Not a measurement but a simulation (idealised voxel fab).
Herein follows the process module entitled voxel capacitor over wiring.
The figure presents cross-section cut, which has a width of 175 nm and is divided into square cells with an edge length of 5 nm.
Just so we're on the same page, the cross-sections are grids of square cells, and they're listed out in bands top to bottom, each band one or more rows deep.
The band entry comprises the height of the band's top followed by the height of its bottom, expressed in nm, and subsequently the band's materials from left to right, each stated together with its width in nm. Where a single material is marked with the word "all across", that material fills the band from edge to edge. The word "empty" represents empty space.
Height 0 is the level under which the wafer as received is all one material. The lowest band goes on downwards, as in "0 nm and below".
Width spec "30 to 40" -> top row of cells at first value, bottom row at second value, equal per-row change in between.
"nothing changed" -> step changed no cross-section cell.
Basically, "Unvented cavities" tells you about the enclosed voids: empty spaces with no open way to the top, 8 cells or bigger, each written width x height at distance, where distance is from the left edge, all in nm.
Past the settings on a step's line: simulator remark, on that step.
"overlay nm", when on a step's line for a step with a mask, measures how far to the right of its planned place the mask lay; a negative measure means to the left.
Each pair of cross-sections that follows straddles one process step: the one shows the state before the step, the other the state after it, down to the lowest band that changed and no further. The step in question, and its settings, are given under the pair. Note that a pair is not necessarily a continuation of the pair above it, since pairs can come from different runs of this module on the same starting wafer; it is a continuation only where its entry headed "Pre-step" says so.

Pre-step:
    80 nm to 75 nm | TiN: 60  empty: 5  TiN: 110
    75 nm to 65 nm | SiO2: 55  TiN: 5  empty: 5  TiN: 5  SiO2: 105
    65 nm to 55 nm | SiO2: 55 to 45  TiN: 15 to 55  SiO2: 105 to 75
    55 nm to 50 nm | SiO2: 40  TiN: 65  SiO2: 70
    50 nm to 45 nm | TiN all across
    45 nm to 35 nm | lowk: 45  Ru: 15  lowk: 115
    35 nm to 30 nm | SiCN: 45  Ru: 15  SiCN: 115
    30 nm to 15 nm | lowk: 30  SiCN: 5  W: 25  SiCN: 5  lowk: 40  SiCN: 5  W: 25  SiCN: 5  lowk: 35
    15 nm to 10 nm | SiCN: 35  TiN: 25  SiCN: 50  TiN: 25  SiCN: 40
    10 nm to 0 nm | SiO2 all across
    0 nm and below | Si all across
    Unvented cavities: none

Resulting Structure:
    85 nm to 80 nm | W all across
    80 nm to 75 nm | TiN: 60  W: 5  TiN: 110
    75 nm to 65 nm | SiO2: 55  TiN: 5  W: 5  TiN: 5  SiO2: 105
    Lower than 65, everything is as it was.
    Unvented cavities: none
It is this step that lies between the two cross-sections above: FILL_DEP with material W, thk nm 5

Pre-step: starting point is the after cross-section of the pair just above.

Resulting Structure:
    75 nm to 65 nm | SiO2: 55  TiN: 5  W: 5  TiN: 5  SiO2: 105
    Lower than 65, everything is as it was.
    Unvented cavities: none
It is this step that lies between the two cross-sections above: CMP with height nm 75

Pre-step: starting point is the after cross-section of the pair just above.

Resulting Structure:
    80 nm to 75 nm | SiCN all across
    Lower than 75, everything is as it was.
    Unvented cavities: none
It is this step that lies between the two cross-sections above: CONFORMAL_DEP with material SiCN, thk nm 5

Pre-step:
    60 nm to 45 nm | aC all across
    45 nm to 35 nm | lowk all across
    35 nm to 30 nm | SiCN all across
    30 nm to 15 nm | lowk: 30  SiCN: 5  W: 25  SiCN: 5  lowk: 40  SiCN: 5  W: 25  SiCN: 5  lowk: 35
    15 nm to 10 nm | SiCN: 35  TiN: 25  SiCN: 50  TiN: 25  SiCN: 40
    10 nm to 0 nm | SiO2 all across
    0 nm and below | Si all across
    Unvented cavities: none

Resulting Structure:
    95 nm to 60 nm | empty: 45  resist: 15  empty: 115
    Lower than 60, everything is as it was.
    Unvented cavities: none
It is this step that lies between the two cross-sections above: PATTERN with tone cover, mask id PLUG_1, material resist, width nm 15, thk nm 35, overlay nm 0

Pre-step: starting point is the after cross-section of the pair just above.

Resulting Structure:
    80 nm to 60 nm | empty: 45  resist: 15  empty: 115
    60 nm to 45 nm | empty: 45  aC: 15  empty: 115
    Lower than 45, everything is as it was.
    Unvented cavities: none
It is this step that lies between the two cross-sections above: DIRECTIONAL_ETCH with etch materials aC, depth nm 15

Pre-step: starting point is the after cross-section of the pair just above.

Resulting Structure:
    60 nm to 45 nm | empty: 45  aC: 15  empty: 115
    Lower than 45, everything is as it was.
    Unvented cavities: none
It is this step that lies between the two cross-sections above: STRIP with etch materials resist

Pre-step: starting point is the after cross-section of the pair just above.

Resulting Structure:
    60 nm to 45 nm | empty: 45  aC: 15  empty: 115
    45 nm to 35 nm | empty: 45  lowk: 15  empty: 115
    Lower than 35, everything is as it was.
    Unvented cavities: none
It is this step that lies between the two cross-sections above: DIRECTIONAL_ETCH with etch materials lowk, depth nm 10

Pre-step: starting point is the after cross-section of the pair just above.

Resulting Structure:
    60 nm to 45 nm | empty: 45  aC: 15  empty: 115
    45 nm to 35 nm | empty: 45  lowk: 15  empty: 115
    35 nm to 30 nm | empty: 45  SiCN: 15  empty: 115
    Lower than 30, everything is as it was.
    Unvented cavities: none
It is this step that lies between the two cross-sections above: DIRECTIONAL_ETCH with etch materials SiCN, depth nm 5

Pre-step: starting point is the after cross-section of the pair just above.

Resulting Structure:
    45 nm to 35 nm | empty: 45  lowk: 15  empty: 115
    Lower than 35, everything is as it was.
    Unvented cavities: none
It is this step that lies between the two cross-sections above: STRIP with etch materials aC

Pre-step: starting point is the after cross-section of the pair just above.

Resulting Structure:
    45 nm to 40 nm | empty: 45  lowk: 15  empty: 115
    40 nm to 35 nm | empty: 25  Ru: 20  lowk: 15  empty: 40  Ru: 45  empty: 30
    35 nm to 30 nm | empty: 25  Ru: 20  SiCN: 15  empty: 40  Ru: 45  empty: 30
    Lower than 30, everything is as it was.
    Unvented cavities: none
It is this step that lies between the two cross-sections above: EPI with material Ru, thk nm 10

Pre-step: starting point is the after cross-section of the pair just above.

Resulting Structure:
    45 nm to 35 nm | empty: 20  Ru: 25  lowk: 15  empty: 35  Ru: 55  empty: 25
    35 nm to 30 nm | empty: 20  Ru: 25  SiCN: 15  empty: 35  Ru: 55  empty: 25
    Lower than 30, everything is as it was.
    Unvented cavities: none
It is this step that lies between the two cross-sections above: EPI with material Ru, thk nm 5

Pre-step: starting point is the after cross-section of the pair just above.

Resulting Structure:
    50 nm to 45 nm | empty: 20  TiN: 40  empty: 35  TiN: 55  empty: 25
    45 nm to 35 nm | empty: 20  Ru: 25  lowk: 15  empty: 35  Ru: 55  empty: 25
    35 nm to 30 nm | TiN: 20  Ru: 25  SiCN: 15  TiN: 35  Ru: 55  TiN: 25
    Lower than 30, everything is as it was.
    Unvented cavities: none
It is this step that lies between the two cross-sections above: DIRECTIONAL_DEP with material TiN, thk nm 5

Pre-step: starting point is the after cross-section of the pair just above.

Resulting Structure:
    55 nm to 50 nm | empty: 20  Al2O3: 40  empty: 35  Al2O3: 55  empty: 25
    50 nm to 45 nm | empty: 20  TiN: 40  empty: 35  TiN: 55  empty: 25
    45 nm to 40 nm | empty: 20  Ru: 25  lowk: 15  empty: 35  Ru: 55  empty: 25
    40 nm to 35 nm | Al2O3: 20  Ru: 25  lowk: 15  Al2O3: 35  Ru: 55  Al2O3: 25
    Lower than 35, everything is as it was.
    Unvented cavities: none
It is this step that lies between the two cross-sections above: DIRECTIONAL_DEP with material Al2O3, thk nm 5

Pre-step: starting point is the after cross-section of the pair just above.

Resulting Structure:
    60 nm to 55 nm | empty: 20  TiN: 40  empty: 35  TiN: 55  empty: 25
    55 nm to 50 nm | empty: 20  Al2O3: 40  empty: 35  Al2O3: 55  empty: 25
    50 nm to 45 nm | empty: 20  TiN: 40  empty: 35  TiN: 55  empty: 25
    45 nm to 40 nm | TiN: 20  Ru: 25  lowk: 15  TiN: 35  Ru: 55  TiN: 25
    Lower than 40, everything is as it was.
    Unvented cavities: none
It is this step that lies between the two cross-sections above: DIRECTIONAL_DEP with material TiN, thk nm 5

Pre-step: starting point is the after cross-section of the pair just above.

Resulting Structure:
    60 nm to 55 nm | empty: 45  TiN: 15  empty: 35  TiN: 5  empty: 75
    55 nm to 50 nm | empty: 20  Al2O3: 40  empty: 35  Al2O3: 55  empty: 25
    50 nm to 45 nm | empty: 20  TiN: 40  empty: 35  TiN: 55  empty: 25
    45 nm to 40 nm | empty: 20  Ru: 25  lowk: 15  TiN: 35  Ru: 55  empty: 25
    Lower than 40, everything is as it was.
    Unvented cavities: none
It is this step that lies between the two cross-sections above: MASKED_ETCH with tone cover, mask id UPPER_PLATE, width nm 55, etch materials TiN, depth nm 5, overlay nm 0

Pre-step: starting point is the after cross-section of the pair just above.

Resulting Structure:
    60 nm to 55 nm | empty: 45  TiN: 15  empty: 35  TiN: 5  empty: 75
    55 nm to 50 nm | empty: 45  Al2O3: 15  empty: 35  Al2O3: 5  empty: 75
    50 nm to 45 nm | empty: 20  TiN: 40  empty: 35  TiN: 55  empty: 25
    45 nm to 40 nm | empty: 20  Ru: 25  lowk: 15  TiN: 35  Ru: 55  empty: 25
    40 nm to 35 nm | empty: 20  Ru: 25  lowk: 15  Al2O3: 35  Ru: 55  empty: 25
    Lower than 35, everything is as it was.
    Unvented cavities: none
It is this step that lies between the two cross-sections above: MASKED_ETCH with tone cover, mask id UPPER_PLATE, width nm 55, etch materials Al2O3, depth nm 5, overlay nm 0

Pre-step: starting point is the after cross-section of the pair just above.

Resulting Structure:
    80 nm to 60 nm | empty: 40  resist: 65  empty: 70
    60 nm to 55 nm | empty: 40  resist: 5  TiN: 15  resist: 35  TiN: 5  resist: 5  empty: 70
    55 nm to 50 nm | empty: 40  resist: 5  Al2O3: 15  resist: 35  Al2O3: 5  resist: 5  empty: 70
    50 nm to 45 nm | empty: 20  TiN: 40  resist: 35  TiN: 55  empty: 25
    Lower than 45, everything is as it was.
    Unvented cavities: none
It is this step that lies between the two cross-sections above: PATTERN with tone cover, mask id LOWER_PLATE, material resist, width nm 65, thk nm 20, overlay nm 0

Pre-step: starting point is the after cross-section of the pair just above.

Resulting Structure:
    80 nm to 60 nm | empty: 40  resist: 65  empty: 70
    60 nm to 55 nm | empty: 40  resist: 5  TiN: 15  resist: 35  TiN: 5  resist: 5  empty: 70
    55 nm to 50 nm | empty: 40  resist: 5  Al2O3: 15  resist: 35  Al2O3: 5  resist: 5  empty: 70
    50 nm to 45 nm | empty: 40  TiN: 20  resist: 35  TiN: 10  empty: 70
    45 nm to 40 nm | empty: 20  Ru: 25  lowk: 15  TiN: 35  Ru: 55  empty: 25
    40 nm to 35 nm | empty: 20  Ru: 25  lowk: 15  Al2O3: 35  Ru: 55  empty: 25
    35 nm to 30 nm | empty: 20  Ru: 25  SiCN: 15  TiN: 35  Ru: 55  empty: 25
    Lower than 30, everything is as it was.
    Unvented cavities: none
It is this step that lies between the two cross-sections above: DIRECTIONAL_ETCH with etch materials TiN, depth nm 5

Pre-step: starting point is the after cross-section of the pair just above.

Resulting Structure:
    60 nm to 55 nm | empty: 45  TiN: 15  empty: 35  TiN: 5  empty: 75
    55 nm to 50 nm | empty: 45  Al2O3: 15  empty: 35  Al2O3: 5  empty: 75
    50 nm to 45 nm | empty: 40  TiN: 20  empty: 35  TiN: 10  empty: 70
    Lower than 45, everything is as it was.
    Unvented cavities: none
It is this step that lies between the two cross-sections above: STRIP with etch materials resist

Pre-step: starting point is the after cross-section of the pair just above.

Resulting Structure:
    80 nm to 60 nm | SiO2 all across
    60 nm to 55 nm | SiO2: 45  TiN: 15  SiO2: 35  TiN: 5  SiO2: 75
    55 nm to 50 nm | SiO2: 45  Al2O3: 15  SiO2: 35  Al2O3: 5  SiO2: 75
    50 nm to 45 nm | SiO2: 40  TiN: 20  SiO2: 35  TiN: 10  SiO2: 70
    45 nm to 40 nm | SiO2: 20  Ru: 25  lowk: 15  TiN: 35  Ru: 55  SiO2: 25
    40 nm to 35 nm | SiO2: 20  Ru: 25  lowk: 15  Al2O3: 35  Ru: 55  SiO2: 25
    35 nm to 30 nm | SiO2: 20  Ru: 25  SiCN: 15  TiN: 35  Ru: 55  SiO2: 25
    Lower than 30, everything is as it was.
    Unvented cavities: none
It is this step that lies between the two cross-sections above: FILL_DEP with material SiO2, thk nm 20

Pre-step: starting point is the after cross-section of the pair just above.

Resulting Structure:
    75 nm to 60 nm | SiO2 all across
    Lower than 60, everything is as it was.
    Unvented cavities: none
It is this step that lies between the two cross-sections above: CMP with height nm 75

Pre-step: starting point is the after cross-section of the pair just above.

Resulting Structure:
    95 nm to 75 nm | resist: 55  empty: 15  resist: 105
    Lower than 75, everything is as it was.
    Unvented cavities: none
It is this step that lies between the two cross-sections above: PATTERN with tone open, mask id PLUG_2, material resist, width nm 15, thk nm 20, overlay nm 0

Pre-step: starting point is the after cross-section of the pair just above.

Resulting Structure:
    95 nm to 75 nm | resist: 55  empty: 15  resist: 105
    75 nm to 60 nm | SiO2: 55  empty: 15  SiO2: 105
    Lower than 60, everything is as it was.
    Unvented cavities: none
It is this step that lies between the two cross-sections above: DIRECTIONAL_ETCH with etch materials SiO2, depth nm 15

Pre-step: starting point is the after cross-section of the pair just above.

Resulting Structure:
    75 nm to 60 nm | SiO2: 55  empty: 15  SiO2: 105
    Lower than 60, everything is as it was.
    Unvented cavities: none
It is this step that lies between the two cross-sections above: STRIP with etch materials resist

Pre-step: starting point is the after cross-section of the pair just above.

Resulting Structure:
    80 nm to 75 nm | TiN: 60  empty: 5  TiN: 110
    75 nm to 65 nm | SiO2: 55  TiN: 5  empty: 5  TiN: 5  SiO2: 105
    65 nm to 60 nm | SiO2: 55  TiN: 15  SiO2: 105
    Lower than 60, everything is as it was.
    Unvented cavities: none
It is this step that lies between the two cross-sections above: CONFORMAL_DEP with material TiN, thk nm 5

Pre-step: starting point is the after cross-section of the pair just above.

Resulting Structure:
    85 nm to 80 nm | W all across
    80 nm to 75 nm | TiN: 60  W: 5  TiN: 110
    75 nm to 65 nm | SiO2: 55  TiN: 5  W: 5  TiN: 5  SiO2: 105
    Lower than 65, everything is as it was.
    Unvented cavities: none
It is this step that lies between the two cross-sections above: FILL_DEP with material W, thk nm 5

Pre-step: starting point is the after cross-section of the pair just above.

Resulting Structure:
    75 nm to 65 nm | SiO2: 55  TiN: 5  W: 5  TiN: 5  SiO2: 105
    Lower than 65, everything is as it was.
    Unvented cavities: none
It is this step that lies between the two cross-sections above: CMP with height nm 75

Pre-step: starting point is the after cross-section of the pair just above.

Resulting Structure:
    80 nm to 75 nm | SiCN all across
    Lower than 75, everything is as it was.
    Unvented cavities: none
It is this step that lies between the two cross-sections above: CONFORMAL_DEP with material SiCN, thk nm 5
